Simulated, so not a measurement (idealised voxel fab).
voxel transistor to metal: a process module
Square cells of 5 nm make up the cross-section cut, whose width is 160 nm.
Bands, listed from the top down, are how a cross-section gets written in this document; the cross-section itself is a grid of square cells, and a band is one or more rows of them.
A band entry consists of two parts. The first gives the height of the band's top and the height of its bottom, in nm. The rest lists the band's materials from left to right, each with its width in nm. A single material labelled with the word "full width" fills the band from edge to edge, and the word "air" marks empty space.
All heights in this document are referenced to 0, defined as the level beneath which the wafer, as received, consists entirely of one material. The lowest band is not bounded below; it extends indefinitely downward and is written in the form "0 and below".
When a width is written as two numbers, as in "30->40", the first number is the width in the top row of cells of the band and the second is the width in its bottom row, and the width changes by the same amount from each row to the next.
Take "left unchanged" at face value: in the step it is given for, the cross-section changed in none of its cells.
Look at "Non-vented voids" for the closed voids: empty spaces with no open path to the top, sized 8 cells or up. Each is width x height at distance, distance from the left edge, all nm.
Anything after a step's settings on that line? It's the simulator's own note about the step.
The optional step-line setting "overlay nm" applies to steps with a mask and quantifies how far to the right of its planned location the mask lay, a negative value indicating leftward placement.
Below you will find pairs of cross-sections. In each, one shows the wafer before one process step and the other after it, with the after view ending at the lowest band that changed. Under each pair is the step separating them, along with its settings. Do not assume the pairs form a chain: they can come from different runs of this module on the same starting wafer, and a pair continues from the pair above it only when its "Ex-ante state" entry says so.

Ex-ante state
	85 down to 60: W full width
	60 down to 55: TiN full width
	55 down to 45: 40 nm SiO2 | 5 nm TiN | 15 nm Ru | 5 nm TiN | 30 nm SiO2 | 5 nm TiN | 15 nm Ru | 5 nm TiN | 40 nm SiO2
	45 down to 40: 40 nm SiO2 | 5 nm TiN | 5 nm Ru | 15 nm TiN | 30 nm SiO2 | 15 nm TiN | 5 nm Ru | 5 nm TiN | 40 nm SiO2
	40 down to 25: 40 nm SiO2 | 5 nm TiN | 5 nm Ru | 5 nm TiN | 10 nm SiN | 5 nm SiO2 | 20 nm SiCN | 5 nm SiO2 | 10 nm SiN | 5 nm TiN | 5 nm Ru | 5 nm TiN | 40 nm SiO2
	25 down to 10: 40 nm SiO2 | 5 nm TiN | 5 nm Ru | 5 nm TiN | 10 nm SiN | 5 nm SiO2 | 20 nm polySi | 5 nm SiO2 | 10 nm SiN | 5 nm TiN | 5 nm Ru | 5 nm TiN | 40 nm SiO2
	10 down to 5: 40 nm SiO2 | 15 nm TiN | 10 nm SiN | 5 nm SiO2 | 20 nm polySi | 5 nm SiO2 | 10 nm SiN | 15 nm TiN | 40 nm SiO2
	5 down to -5: 40 nm SiO2 | 15 nm SiGe | 10 nm SiN | 5 nm SiO2 | 20 nm polySi | 5 nm SiO2 | 10 nm SiN | 15 nm SiGe | 40 nm SiO2
	-5 down to -10: 15 nm SiO2 | 10 nm SiN | 5 nm SiO2 | 25 nm SiGe | 50 nm SiO2 | 25 nm SiGe | 5 nm SiO2 | 10 nm SiN | 15 nm SiO2
	-10 down to -15: 20 nm SiO2 | 5 nm SiN | 10 nm SiO2 | 20 nm SiGe | 50 nm Si | 20 nm SiGe | 10 nm SiO2 | 5 nm SiN | 20 nm SiO2
	-15 down to -20: 35 nm SiO2 | 20 nm SiGe | 50 nm Si | 20 nm SiGe | 35 nm SiO2
	-20 down to -25: 30 nm SiO2 | 5 nm Si | 20 nm SiGe | 50 nm Si | 20 nm SiGe | 5 nm Si | 30 nm SiO2
	-25 down to -35: 30 nm SiO2 | 100 nm Si | 30 nm SiO2
	-35 and below: Si full width
	Non-vented voids: none

Section, Post-Step
	100 down to 85: 40 nm air | 15 nm resist | 50 nm air | 15 nm resist | 40 nm air
	Rest of section, below 85: as before.
	Non-vented voids: none
Step between the pre-process and post-process cross-sections given above: op PATTERN | tone cover | mask id METAL_1 | material resist | width nm 15 | pitch nm 65 | thk nm 15 | overlay nm 0

Ex-ante state: see the after view in the pair directly above.

Section, Post-Step
	100 down to 85: 40 nm air | 15 nm resist | 50 nm air | 15 nm resist | 40 nm air
	85 down to 60: 40 nm air | 15 nm W | 50 nm air | 15 nm W | 40 nm air
	Rest of section, below 60: as before.
	Non-vented voids: none
Step between the pre-process and post-process cross-sections given above: op DIRECTIONAL_ETCH | etch materials W | depth nm 25

Ex-ante state: see the after view in the pair directly above.

Section, Post-Step
	100 down to 85: 40 nm air | 15 nm resist | 50 nm air | 15 nm resist | 40 nm air
	85 down to 60: 40 nm air | 15 nm W | 50 nm air | 15 nm W | 40 nm air
	60 down to 55: 40 nm air | 15 nm TiN | 50 nm air | 15 nm TiN | 40 nm air
	Rest of section, below 55: as before.
	Non-vented voids: none
Step between the pre-process and post-process cross-sections given above: op DIRECTIONAL_ETCH | etch materials TiN | depth nm 5

Ex-ante state: see the after view in the pair directly above.

Section, Post-Step
	85 down to 60: 40 nm air | 15 nm W | 50 nm air | 15 nm W | 40 nm air
	Rest of section, below 60: as before.
	Non-vented voids: none
Step between the pre-process and post-process cross-sections given above: op STRIP | etch materials resist

Ex-ante state: see the after view in the pair directly above.

Section, Post-Step
	90 down to 85: lowk full width
	85 down to 60: 40 nm lowk | 15 nm W | 50 nm lowk | 15 nm W | 40 nm lowk
	60 down to 55: 40 nm lowk | 15 nm TiN | 50 nm lowk | 15 nm TiN | 40 nm lowk
	Rest of section, below 55: as before.
	Non-vented voids: none
Step between the pre-process and post-process cross-sections given above: op FILL_DEP | material lowk | thk nm 5

Ex-ante state: see the after view in the pair directly above.

Section, Post-Step
	85 down to 60: 40 nm lowk | 15 nm W | 50 nm lowk | 15 nm W | 40 nm lowk
	Rest of section, below 60: as before.
	Non-vented voids: none
Step between the pre-process and post-process cross-sections given above: op CMP | height nm 85

Ex-ante state: see the after view in the pair directly above.

Section, Post-Step
	90 down to 85: SiCN full width
	Rest of section, below 85: as before.
	Non-vented voids: none
Step between the pre-process and post-process cross-sections given above: op CONFORMAL_DEP | material SiCN | thk nm 5

Ex-ante state
	65 down to 55: aC full width
	55 down to 40: SiO2 full width
	40 down to 25: 55 nm SiO2 | 10 nm SiN | 5 nm SiO2 | 20 nm SiCN | 5 nm SiO2 | 10 nm SiN | 55 nm SiO2
	25 down to 5: 55 nm SiO2 | 10 nm SiN | 5 nm SiO2 | 20 nm polySi | 5 nm SiO2 | 10 nm SiN | 55 nm SiO2
	5 down to 0: 35 nm SiO2 | 20 nm SiGe | 10 nm SiN | 5 nm SiO2 | 20 nm polySi | 5 nm SiO2 | 10 nm SiN | 20 nm SiGe | 35 nm SiO2
	0 down to -5: 30 nm SiO2 | 10 nm SiN | 15 nm SiGe | 10 nm SiN | 5 nm SiO2 | 20 nm polySi | 5 nm SiO2 | 10 nm SiN | 15 nm SiGe | 10 nm SiN | 30 nm SiO2
	-5 down to -10: 40 nm SiO2 | 15 nm SiGe | 50 nm SiO2 | 15 nm SiGe | 40 nm SiO2
	-10 down to -25: 30 nm SiO2 | 10 nm Si | 15 nm SiGe | 50 nm Si | 15 nm SiGe | 10 nm Si | 30 nm SiO2
	-25 down to -35: 30 nm SiO2 | 100 nm Si | 30 nm SiO2
	-35 and below: Si full width
	Non-vented voids: none

Section, Post-Step
	95 down to 65: 45 nm resist | 15 nm air | 40 nm resist | 15 nm air | 45 nm resist
	Rest of section, below 65: as before.
	Non-vented voids: none
Step between the pre-process and post-process cross-sections given above: op PATTERN | tone open | mask id CONTACT | material resist | width nm 15 | pitch nm 55 | thk nm 30 | overlay nm 0

Ex-ante state: see the after view in the pair directly above.

Section, Post-Step
	85 down to 65: 45 nm resist | 15 nm air | 40 nm resist | 15 nm air | 45 nm resist
	65 down to 55: 45 nm aC | 15 nm air | 40 nm aC | 15 nm air | 45 nm aC
	Rest of section, below 55: as before.
	Non-vented voids: none
Step between the pre-process and post-process cross-sections given above: op DIRECTIONAL_ETCH | etch materials aC | depth nm 10

Ex-ante state: see the after view in the pair directly above.

Section, Post-Step
	65 down to 55: 45 nm aC | 15 nm air | 40 nm aC | 15 nm air | 45 nm aC
	Rest of section, below 55: as before.
	Non-vented voids: none
Step between the pre-process and post-process cross-sections given above: op STRIP | etch materials resist

Ex-ante state: see the after view in the pair directly above.

Section, Post-Step
	65 down to 55: 45 nm aC | 15 nm air | 40 nm aC | 15 nm air | 45 nm aC
	55 down to 40: 45 nm SiO2 | 15 nm air | 40 nm SiO2 | 15 nm air | 45 nm SiO2
	40 down to 25: 45 nm SiO2 | 10 nm air | 10 nm SiN | 5 nm SiO2 | 20 nm SiCN | 5 nm SiO2 | 10 nm SiN | 10 nm air | 45 nm SiO2
	25 down to 5: 45 nm SiO2 | 10 nm air | 10 nm SiN | 5 nm SiO2 | 20 nm polySi | 5 nm SiO2 | 10 nm SiN | 10 nm air | 45 nm SiO2
	Rest of section, below 5: as before.
	Non-vented voids: none
Step between the pre-process and post-process cross-sections given above: op DIRECTIONAL_ETCH | etch materials SiO2 | depth nm 50

Ex-ante state: see the after view in the pair directly above.

Section, Post-Step
	55 down to 40: 45 nm SiO2 | 15 nm air | 40 nm SiO2 | 15 nm air | 45 nm SiO2
	Rest of section, below 40: as before.
	Non-vented voids: none
Step between the pre-process and post-process cross-sections given above: op STRIP | etch materials aC

Ex-ante state: see the after view in the pair directly above.

Section, Post-Step
	60 down to 55: 50 nm TiN | 5 nm air | 50 nm TiN | 5 nm air | 50 nm TiN
	55 down to 45: 45 nm SiO2 | 5 nm TiN | 5 nm air | 5 nm TiN | 40 nm SiO2 | 5 nm TiN | 5 nm air | 5 nm TiN | 45 nm SiO2
	45 down to 40: 45 nm SiO2 | 15 nm TiN | 40 nm SiO2 | 15 nm TiN | 45 nm SiO2
	40 down to 25: 45 nm SiO2 | 10 nm TiN | 10 nm SiN | 5 nm SiO2 | 20 nm SiCN | 5 nm SiO2 | 10 nm SiN | 10 nm TiN | 45 nm SiO2
	25 down to 5: 45 nm SiO2 | 10 nm TiN | 10 nm SiN | 5 nm SiO2 | 20 nm polySi | 5 nm SiO2 | 10 nm SiN | 10 nm TiN | 45 nm SiO2
	Rest of section, below 5: as before.
	Non-vented voids: none
Step between the pre-process and post-process cross-sections given above: op CONFORMAL_DEP | material TiN | thk nm 5

Ex-ante state: see the after view in the pair directly above.

Section, Post-Step
	65 down to 60: Ru full width
	60 down to 55: 50 nm TiN | 5 nm Ru | 50 nm TiN | 5 nm Ru | 50 nm TiN
	55 down to 45: 45 nm SiO2 | 5 nm TiN | 5 nm Ru | 5 nm TiN | 40 nm SiO2 | 5 nm TiN | 5 nm Ru | 5 nm TiN | 45 nm SiO2
	Rest of section, below 45: as before.
	Non-vented voids: none
Step between the pre-process and post-process cross-sections given above: op FILL_DEP | material Ru | thk nm 5

Ex-ante state: see the after view in the pair directly above.

Section, Post-Step
	55 down to 45: 45 nm SiO2 | 5 nm TiN | 5 nm Ru | 5 nm TiN | 40 nm SiO2 | 5 nm TiN | 5 nm Ru | 5 nm TiN | 45 nm SiO2
	Rest of section, below 45: as before.
	Non-vented voids: none
Step between the pre-process and post-process cross-sections given above: op CMP | height nm 55

Ex-ante state: see the after view in the pair directly above.

Section, Post-Step
	60 down to 55: TiN full width
	Rest of section, below 55: as before.
	Non-vented voids: none
Step between the pre-process and post-process cross-sections given above: op DIRECTIONAL_DEP | material TiN | thk nm 5

Ex-ante state: see the after view in the pair directly above.

Section, Post-Step
	85 down to 60: W full width
	Rest of section, below 60: as before.
	Non-vented voids: none
Step between the pre-process and post-process cross-sections given above: op DIRECTIONAL_DEP | material W | thk nm 25

Ex-ante state: see the after view in the pair directly above.

Section, Post-Step
	100 down to 85: 40 nm air | 15 nm resist | 50 nm air | 15 nm resist | 40 nm air
	Rest of section, below 85: as before.
	Non-vented voids: none
Step between the pre-process and post-process cross-sections given above: op PATTERN | tone cover | mask id METAL_1 | material resist | width nm 15 | pitch nm 65 | thk nm 15 | overlay nm 0

Ex-ante state: see the after view in the pair directly above.

Section, Post-Step
	100 down to 85: 40 nm air | 15 nm resist | 50 nm air | 15 nm resist | 40 nm air
	85 down to 60: 40 nm air | 15 nm W | 50 nm air | 15 nm W | 40 nm air
	Rest of section, below 60: as before.
	Non-vented voids: none
Step between the pre-process and post-process cross-sections given above: op DIRECTIONAL_ETCH | etch materials W | depth nm 25

Ex-ante state: see the after view in the pair directly above.

Section, Post-Step
	100 down to 85: 40 nm air | 15 nm resist | 50 nm air | 15 nm resist | 40 nm air
	85 down to 60: 40 nm air | 15 nm W | 50 nm air | 15 nm W | 40 nm air
	60 down to 55: 40 nm air | 15 nm TiN | 50 nm air | 15 nm TiN | 40 nm air
	Rest of section, below 55: as before.
	Non-vented voids: none
Step between the pre-process and post-process cross-sections given above: op DIRECTIONAL_ETCH | etch materials TiN | depth nm 5

Ex-ante state: see the after view in the pair directly above.

Section, Post-Step
	85 down to 60: 40 nm air | 15 nm W | 50 nm air | 15 nm W | 40 nm air
	Rest of section, below 60: as before.
	Non-vented voids: none
Step between the pre-process and post-process cross-sections given above: op STRIP | etch materials resist

Ex-ante state: see the after view in the pair directly above.

Section, Post-Step
	90 down to 85: lowk full width
	85 down to 60: 40 nm lowk | 15 nm W | 50 nm lowk | 15 nm W | 40 nm lowk
	60 down to 55: 40 nm lowk | 15 nm TiN | 50 nm lowk | 15 nm TiN | 40 nm lowk
	Rest of section, below 55: as before.
	Non-vented voids: none
Step between the pre-process and post-process cross-sections given above: op FILL_DEP | material lowk | thk nm 5

Ex-ante state: see the after view in the pair directly above.

Section, Post-Step
	85 down to 60: 40 nm lowk | 15 nm W | 50 nm lowk | 15 nm W | 40 nm lowk
	Rest of section, below 60: as before.
	Non-vented voids: none
Step between the pre-process and post-process cross-sections given above: op CMP | height nm 85

Ex-ante state: see the after view in the pair directly above.

Section, Post-Step
	90 down to 85: SiCN full width
	Rest of section, below 85: as before.
	Non-vented voids: none
Step between the pre-process and post-process cross-sections given above: op CONFORMAL_DEP | material SiCN | thk nm 5

Ex-ante state
	10 down to 0: SiN full width
	0 down to -5: SiO2 full width
	-5 and below: Si full width
	Non-vented voids: none

Section, Post-Step
	10 down to 0: 35 nm air | 100 nm SiN | 25 nm air
	Rest of section, below 0: as before.
	Non-vented voids: none
Step between the pre-process and post-process cross-sections given above: op MASKED_ETCH | tone cover | mask id ACTIVE | width nm 100 | etch materials SiN | depth nm 10 | overlay nm 5

Ex-ante state: see the after view in the pair directly above.

Section, Post-Step
	10 down to 0: 35 nm air | 100 nm SiN | 25 nm air
	0 down to -5: 30 nm air | 105 nm SiO2 | 25 nm air
	Rest of section, below -5: as before.
	Non-vented voids: none
Step between the pre-process and post-process cross-sections given above: op MASKED_ETCH | tone cover | mask id ACTIVE | width nm 100 | etch materials SiO2 | depth nm 5 | overlay nm 0

Ex-ante state: see the after view in the pair directly above.

Section, Post-Step
	10 down to 0: 35 nm air | 100 nm SiN | 25 nm air
	0 down to -5: 30 nm air | 105 nm SiO2 | 25 nm air
	-5 down to -35: 30 nm air | 105 nm Si | 25 nm air
	Rest of section, below -35: as before.
	Non-vented voids: none
Step between the pre-process and post-process cross-sections given above: op MASKED_ETCH | tone cover | mask id ACTIVE | width nm 100 | etch materials Si | depth nm 30 | overlay nm 0

Ex-ante state: see the after view in the pair directly above.

Section, Post-Step
	15 down to 10: SiO2 full width
	10 down to 0: 35 nm SiO2 | 100 nm SiN | 25 nm SiO2
	0 down to -5: SiO2 full width
	-5 down to -35: 30 nm SiO2 | 105 nm Si | 25 nm SiO2
	Rest of section, below -35: as before.
	Non-vented voids: none
Step between the pre-process and post-process cross-sections given above: op FILL_DEP | material SiO2 | thk nm 5

Ex-ante state: see the after view in the pair directly above.

Section, Post-Step
	10 down to 0: 35 nm SiO2 | 100 nm SiN | 25 nm SiO2
	Rest of section, below 0: as before.
	Non-vented voids: none
Step between the pre-process and post-process cross-sections given above: op CMP | height nm 10

Ex-ante state: see the after view in the pair directly above.

Section, Post-Step
	10 down to 5: 35 nm air | 100 nm SiN | 25 nm air
	Rest of section, below 5: as before.
	Non-vented voids: none
Step between the pre-process and post-process cross-sections given above: op SELECTIVE_ETCH | etch materials SiO2 | depth nm 5

Ex-ante state: see the after view in the pair directly above.

Section, Post-Step
	5 down to 0: 35 nm SiO2 | 100 nm air | 25 nm SiO2
	Rest of section, below 0: as before.
	Non-vented voids: none
Step between the pre-process and post-process cross-sections given above: op STRIP | etch materials SiN

Ex-ante state: see the after view in the pair directly above.

Section, Post-Step
	0 down to -5: 30 nm SiO2 | 110 nm air | 20 nm SiO2
	Rest of section, below -5: as before.
	Non-vented voids: none
Step between the pre-process and post-process cross-sections given above: op SELECTIVE_ETCH | etch materials SiO2 | depth nm 5

Ex-ante state: see the after view in the pair directly above.

Section, Post-Step
	0 down to -5: 30 nm SiO2 | 110 nm air | 20 nm SiO2
	-5 down to -10: SiO2 full width
	Rest of section, below -10: as before.
	Non-vented voids: none
Step between the pre-process and post-process cross-sections given above: op OXIDIZE | depth nm 5

Ex-ante state: see the after view in the pair directly above.

Section, Post-Step
	30 down to 25: 30 nm polySi | 110 nm air | 20 nm polySi
	25 down to 0: polySi full width
	0 down to -5: 30 nm SiO2 | 110 nm polySi | 20 nm SiO2
	Rest of section, below -5: as before.
	Non-vented voids: none
Step between the pre-process and post-process cross-sections given above: op DIRECTIONAL_DEP | material polySi | thk nm 30

Ex-ante state: see the after view in the pair directly above.

Section, Post-Step
	45 down to 40: 30 nm SiCN | 110 nm air | 20 nm SiCN
	40 down to 30: SiCN full width
	30 down to 25: 30 nm polySi | 110 nm SiCN | 20 nm polySi
	Rest of section, below 25: as before.
	Non-vented voids: none
Step between the pre-process and post-process cross-sections given above: op DIRECTIONAL_DEP | material SiCN | thk nm 15

Ex-ante state: see the after view in the pair directly above.

Section, Post-Step
	55 down to 50: 30 nm aC | 110 nm air | 20 nm aC
	50 down to 45: aC full width
	45 down to 40: 30 nm SiCN | 110 nm aC | 20 nm SiCN
	Rest of section, below 40: as before.
	Non-vented voids: none
Step between the pre-process and post-process cross-sections given above: op DIRECTIONAL_DEP | material aC | thk nm 10

Ex-ante state: see the after view in the pair directly above.

Section, Post-Step
	85 down to 55: 70 nm air | 20 nm resist | 70 nm air
	55 down to 50: 30 nm aC | 40 nm air | 20 nm resist | 50 nm air | 20 nm aC
	Rest of section, below 50: as before.
	Non-vented voids: none
Step between the pre-process and post-process cross-sections given above: op PATTERN | tone cover | mask id GATE | material resist | width nm 20 | thk nm 30 | overlay nm 0

Ex-ante state: see the after view in the pair directly above.

Section, Post-Step
	75 down to 50: 70 nm air | 20 nm resist | 70 nm air
	50 down to 45: 70 nm air | 20 nm aC | 70 nm air
	45 down to 40: 30 nm SiCN | 40 nm air | 20 nm aC | 50 nm air | 20 nm SiCN
	Rest of section, below 40: as before.
	Non-vented voids: none
Step between the pre-process and post-process cross-sections given above: op DIRECTIONAL_ETCH | etch materials aC | depth nm 10

Ex-ante state: see the after view in the pair directly above.

Section, Post-Step
	50 down to 45: 70 nm air | 20 nm aC | 70 nm air
	Rest of section, below 45: as before.
	Non-vented voids: none
Step between the pre-process and post-process cross-sections given above: op STRIP | etch materials resist

Ex-ante state: see the after view in the pair directly above.

Section, Post-Step
	50 down to 40: 70 nm air | 20 nm aC | 70 nm air
	40 down to 30: 70 nm air | 20 nm SiCN | 70 nm air
	30 down to 25: 30 nm polySi | 40 nm air | 20 nm SiCN | 50 nm air | 20 nm polySi
	Rest of section, below 25: as before.
	Non-vented voids: none
Step between the pre-process and post-process cross-sections given above: op DIRECTIONAL_ETCH | etch materials SiCN | depth nm 25

Ex-ante state: see the after view in the pair directly above.

Section, Post-Step
	50 down to 40: 70 nm air | 20 nm aC | 70 nm air
	40 down to 25: 70 nm air | 20 nm SiCN | 70 nm air
	25 down to 0: 70 nm air | 20 nm polySi | 70 nm air
	0 down to -5: 30 nm SiO2 | 40 nm air | 20 nm polySi | 50 nm air | 20 nm SiO2
	Rest of section, below -5: as before.
	Non-vented voids: none
Step between the pre-process and post-process cross-sections given above: op DIRECTIONAL_ETCH | etch materials polySi | depth nm 40

Ex-ante state: see the after view in the pair directly above.

Section, Post-Step
	40 down to 25: 70 nm air | 20 nm SiCN | 70 nm air
	Rest of section, below 25: as before.
	Non-vented voids: none
Step between the pre-process and post-process cross-sections given above: op STRIP | etch materials aC

Ex-ante state: see the after view in the pair directly above.

Section, Post-Step
	45 down to 40: 65 nm air | 30 nm SiO2 | 65 nm air
	40 down to 25: 65 nm air | 5 nm SiO2 | 20 nm SiCN | 5 nm SiO2 | 65 nm air
	25 down to 5: 65 nm air | 5 nm SiO2 | 20 nm polySi | 5 nm SiO2 | 65 nm air
	5 down to 0: 35 nm SiO2 | 30 nm air | 5 nm SiO2 | 20 nm polySi | 5 nm SiO2 | 40 nm air | 25 nm SiO2
	0 down to -5: 70 nm SiO2 | 20 nm polySi | 70 nm SiO2
	Rest of section, below -5: as before.
	Non-vented voids: none
Step between the pre-process and post-process cross-sections given above: op CONFORMAL_DEP | material SiO2 | thk nm 5

Ex-ante state: see the after view in the pair directly above.

Section, Post-Step
	40 down to 25: 65 nm air | 5 nm SiO2 | 20 nm SiCN | 5 nm SiO2 | 65 nm air
	25 down to 0: 65 nm air | 5 nm SiO2 | 20 nm polySi | 5 nm SiO2 | 65 nm air
	0 down to -5: 35 nm SiO2 | 30 nm air | 5 nm SiO2 | 20 nm polySi | 5 nm SiO2 | 40 nm air | 25 nm SiO2
	Rest of section, below -5: as before.
	Non-vented voids: none
Step between the pre-process and post-process cross-sections given above: op DIRECTIONAL_ETCH | etch materials SiO2 | depth nm 5

Ex-ante state: see the after view in the pair directly above.

Section, Post-Step
	50 down to 40: 55 nm air | 50 nm SiN | 55 nm air
	40 down to 25: 55 nm air | 10 nm SiN | 5 nm SiO2 | 20 nm SiCN | 5 nm SiO2 | 10 nm SiN | 55 nm air
	25 down to 10: 55 nm air | 10 nm SiN | 5 nm SiO2 | 20 nm polySi | 5 nm SiO2 | 10 nm SiN | 55 nm air
	10 down to 5: 45 nm SiN | 10 nm air | 10 nm SiN | 5 nm SiO2 | 20 nm polySi | 5 nm SiO2 | 10 nm SiN | 20 nm air | 35 nm SiN
	5 down to 0: 65 nm SiN | 5 nm SiO2 | 20 nm polySi | 5 nm SiO2 | 65 nm SiN
	0 down to -5: 35 nm SiO2 | 30 nm SiN | 5 nm SiO2 | 20 nm polySi | 5 nm SiO2 | 40 nm SiN | 25 nm SiO2
	Rest of section, below -5: as before.
	Non-vented voids: none
Step between the pre-process and post-process cross-sections given above: op CONFORMAL_DEP | material SiN | thk nm 10

Ex-ante state: see the after view in the pair directly above.

Section, Post-Step
	40 down to 25: 55 nm air | 10 nm SiN | 5 nm SiO2 | 20 nm SiCN | 5 nm SiO2 | 10 nm SiN | 55 nm air
	25 down to 0: 55 nm air | 10 nm SiN | 5 nm SiO2 | 20 nm polySi | 5 nm SiO2 | 10 nm SiN | 55 nm air
	0 down to -5: 35 nm SiO2 | 10 nm SiN | 10 nm air | 10 nm SiN | 5 nm SiO2 | 20 nm polySi | 5 nm SiO2 | 10 nm SiN | 20 nm air | 10 nm SiN | 25 nm SiO2
	Rest of section, below -5: as before.
	Non-vented voids: none
Step between the pre-process and post-process cross-sections given above: op DIRECTIONAL_ETCH | etch materials SiN | depth nm 10

Ex-ante state: see the after view in the pair directly above.

Section, Post-Step
	40 down to 35: 55 nm air | 10 nm SiN | 5 nm air | 20 nm SiCN | 5 nm air | 10 nm SiN | 55 nm air
	35 down to 25: 55 nm air | 10 nm SiN | 5 nm SiO2 | 20 nm SiCN | 5 nm SiO2 | 10 nm SiN | 55 nm air
	25 down to 0: 55 nm air | 10 nm SiN | 5 nm SiO2 | 20 nm polySi | 5 nm SiO2 | 10 nm SiN | 55 nm air
	0 down to -5: 35 nm air | 10 nm SiN | 10 nm air | 10 nm SiN | 5 nm SiO2 | 20 nm polySi | 5 nm SiO2 | 10 nm SiN | 20 nm air | 10 nm SiN | 25 nm air
	-5 down to -10: 45 nm SiO2 | 10 nm air | 50 nm SiO2 | 20 nm air | 35 nm SiO2
	Rest of section, below -10: as before.
	Non-vented voids: none
Step between the pre-process and post-process cross-sections given above: op DIRECTIONAL_ETCH | etch materials SiO2 | depth nm 5

Ex-ante state: see the after view in the pair directly above.

Section, Post-Step
	40 down to 35: 55 nm air | 10 nm SiN | 5 nm air | 20 nm SiCN | 5 nm air | 10 nm SiN | 55 nm air
	35 down to 25: 55 nm air | 10 nm SiN | 5 nm SiO2 | 20 nm SiCN | 5 nm SiO2 | 10 nm SiN | 55 nm air
	25 down to 0: 55 nm air | 10 nm SiN | 5 nm SiO2 | 20 nm polySi | 5 nm SiO2 | 10 nm SiN | 55 nm air
	0 down to -5: 35 nm air | 10 nm SiN | 10 nm air | 10 nm SiN | 5 nm SiO2 | 20 nm polySi | 5 nm SiO2 | 10 nm SiN | 20 nm air | 10 nm SiN | 25 nm air
	-5 down to -10: 45 nm SiO2 | 10 nm air | 50 nm SiO2 | 20 nm air | 35 nm SiO2
	-10 down to -25: 30 nm SiO2 | 15 nm Si | 10 nm air | 50 nm Si | 20 nm air | 10 nm Si | 25 nm SiO2
	Rest of section, below -25: as before.
	Non-vented voids: none
Step between the pre-process and post-process cross-sections given above: op DIRECTIONAL_ETCH | etch materials Si | depth nm 15

Ex-ante state: see the after view in the pair directly above.

Section, Post-Step
	40 down to 35: 55 nm air | 10 nm SiN | 5 nm air | 20 nm SiCN | 5 nm air | 10 nm SiN | 55 nm air
	35 down to 25: 55 nm air | 10 nm SiN | 5 nm SiO2 | 20 nm SiCN | 5 nm SiO2 | 10 nm SiN | 55 nm air
	25 down to 5: 55 nm air | 10 nm SiN | 5 nm SiO2 | 20 nm polySi | 5 nm SiO2 | 10 nm SiN | 55 nm air
	5 down to 0: 40 nm air | 15 nm SiGe | 10 nm SiN | 5 nm SiO2 | 20 nm polySi | 5 nm SiO2 | 10 nm SiN | 25 nm SiGe | 30 nm air
	0 down to -5: 35 nm air | 10 nm SiN | 10 nm SiGe | 10 nm SiN | 5 nm SiO2 | 20 nm polySi | 5 nm SiO2 | 10 nm SiN | 20 nm SiGe | 10 nm SiN | 25 nm air
	-5 down to -10: 45 nm SiO2 | 10 nm SiGe | 50 nm SiO2 | 20 nm SiGe | 35 nm SiO2
	-10 down to -25: 30 nm SiO2 | 15 nm Si | 10 nm SiGe | 50 nm Si | 20 nm SiGe | 10 nm Si | 25 nm SiO2
	Rest of section, below -25: as before.
	Non-vented voids: none
Step between the pre-process and post-process cross-sections given above: op EPI | material SiGe | thk nm 15

Ex-ante state: see the after view in the pair directly above.

Section, Post-Step
	45 down to 40: SiO2 full width
	40 down to 25: 55 nm SiO2 | 10 nm SiN | 5 nm SiO2 | 20 nm SiCN | 5 nm SiO2 | 10 nm SiN | 55 nm SiO2
	25 down to 5: 55 nm SiO2 | 10 nm SiN | 5 nm SiO2 | 20 nm polySi | 5 nm SiO2 | 10 nm SiN | 55 nm SiO2
	5 down to 0: 40 nm SiO2 | 15 nm SiGe | 10 nm SiN | 5 nm SiO2 | 20 nm polySi | 5 nm SiO2 | 10 nm SiN | 25 nm SiGe | 30 nm SiO2
	0 down to -5: 35 nm SiO2 | 10 nm SiN | 10 nm SiGe | 10 nm SiN | 5 nm SiO2 | 20 nm polySi | 5 nm SiO2 | 10 nm SiN | 20 nm SiGe | 10 nm SiN | 25 nm SiO2
	Rest of section, below -5: as before.
	Non-vented voids: none
Step between the pre-process and post-process cross-sections given above: op FILL_DEP | material SiO2 | thk nm 5

Ex-ante state: see the after view in the pair directly above.

Section, Post-Step
	40 down to 25: 55 nm SiO2 | 10 nm SiN | 5 nm SiO2 | 20 nm SiCN | 5 nm SiO2 | 10 nm SiN | 55 nm SiO2
	Rest of section, below 25: as before.
	Non-vented voids: none
Step between the pre-process and post-process cross-sections given above: op CMP | height nm 40

Ex-ante state: see the after view in the pair directly above.

Section, Post-Step
	55 down to 40: SiO2 full width
	Rest of section, below 40: as before.
	Non-vented voids: none
Step between the pre-process and post-process cross-sections given above: op DIRECTIONAL_DEP | material SiO2 | thk nm 15

Ex-ante state: see the after view in the pair directly above.

Section, Post-Step
	65 down to 55: aC full width
	Rest of section, below 55: as before.
	Non-vented voids: none
Step between the pre-process and post-process cross-sections given above: op DIRECTIONAL_DEP | material aC | thk nm 10

Ex-ante state: see the after view in the pair directly above.

Section, Post-Step
	95 down to 65: 40 nm resist | 25 nm air | 30 nm resist | 25 nm air | 40 nm resist
	Rest of section, below 65: as before.
	Non-vented voids: none
Step between the pre-process and post-process cross-sections given above: op PATTERN | tone open | mask id CONTACT | material resist | width nm 25 | pitch nm 55 | thk nm 30 | overlay nm 0

Ex-ante state: see the after view in the pair directly above.

Section, Post-Step
	85 down to 65: 40 nm resist | 25 nm air | 30 nm resist | 25 nm air | 40 nm resist
	65 down to 55: 40 nm aC | 25 nm air | 30 nm aC | 25 nm air | 40 nm aC
	Rest of section, below 55: as before.
	Non-vented voids: none
Step between the pre-process and post-process cross-sections given above: op DIRECTIONAL_ETCH | etch materials aC | depth nm 10

Ex-ante state: see the after view in the pair directly above.

Section, Post-Step
	65 down to 55: 40 nm aC | 25 nm air | 30 nm aC | 25 nm air | 40 nm aC
	Rest of section, below 55: as before.
	Non-vented voids: none
Step between the pre-process and post-process cross-sections given above: op STRIP | etch materials resist

Ex-ante state: see the after view in the pair directly above.

Section, Post-Step
	65 down to 55: 40 nm aC | 25 nm air | 30 nm aC | 25 nm air | 40 nm aC
	55 down to 40: 40 nm SiO2 | 25 nm air | 30 nm SiO2 | 25 nm air | 40 nm SiO2
	40 down to 25: 40 nm SiO2 | 15 nm air | 10 nm SiN | 5 nm SiO2 | 20 nm SiCN | 5 nm SiO2 | 10 nm SiN | 15 nm air | 40 nm SiO2
	25 down to 5: 40 nm SiO2 | 15 nm air | 10 nm SiN | 5 nm SiO2 | 20 nm polySi | 5 nm SiO2 | 10 nm SiN | 15 nm air | 40 nm SiO2
	Rest of section, below 5: as before.
	Non-vented voids: none
Step between the pre-process and post-process cross-sections given above: op DIRECTIONAL_ETCH | etch materials SiO2 | depth nm 50

Ex-ante state: see the after view in the pair directly above.

Section, Post-Step
	55 down to 40: 40 nm SiO2 | 25 nm air | 30 nm SiO2 | 25 nm air | 40 nm SiO2
	Rest of section, below 40: as before.
	Non-vented voids: none
Step between the pre-process and post-process cross-sections given above: op STRIP | etch materials aC
